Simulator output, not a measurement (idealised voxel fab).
process module | voxel released beams
cross-section cut | 250 nm wide | cells 5 nm
A cross-section is a grid of square cells, given in bands from the top down. A band is one or more rows of cells.
Each band's line starts with the height of the band's top and of its bottom, in nm. Then come its materials from left to right, each with its width in nm. One material with "throughout" fills the band from edge to edge. "air" is empty space.
Height 0 is the level under which the wafer as received is all one material. The lowest band goes on downwards, as in "0 down".
A width such as "30 to 40" changes by the same amount from each row of cells to the next, from the band's top row to its bottom row.
"no change" after a step means that no cell of the cross-section changed.
closed voids: empty space of 8 cells or more with no open way to the top, each as width x height at its distance from the left edge, in nm
after a step's settings: what the simulator itself notes on the step
overlay nm, on a step with a mask: how far to the right of its planned place the mask lay; to the left if negative
plan
1 op RECEIVE | material Si
2 op CONFORMAL_DEP | material SiN | thk nm 5
3 op DIRECTIONAL_DEP | material SiO2 | thk nm 10
4 op PATTERN | tone open | mask id ANCHOR | material resist | width nm 25 | thk nm 15 | overlay nm 0
5 op DIRECTIONAL_ETCH | etch materials SiO2 | depth nm 10
6 op STRIP | etch materials resist
7 op CONFORMAL_DEP | material W | thk nm 10
8 op DIRECTIONAL_DEP | material aC | thk nm 10
9 op PATTERN | tone cover | mask id BEAM | material resist | width nm 70 | thk nm 25 | overlay nm 0
10 op DIRECTIONAL_ETCH | etch materials aC | depth nm 10
11 op STRIP | etch materials resist
12 op DIRECTIONAL_ETCH | etch materials W | depth nm 10
13 op STRIP | etch materials aC
14 op STRIP | etch materials SiO2
as received, after step 1
  0 down: Si throughout
  closed voids: none
a wafer at the end: this start, this plan, one mistake
  25 to 15: air 95 | W 5 | air 5 | W 60 | air 85
  15 to 5: air 90 | W 25 | air 135
  5 to 0: SiN throughout
  0 down: Si throughout
  closed voids: none
what went wrong: step 9 ran as: op PATTERN | tone cover | mask id BEAM | material resist | width nm 70 | thk nm 25 | overlay nm 10
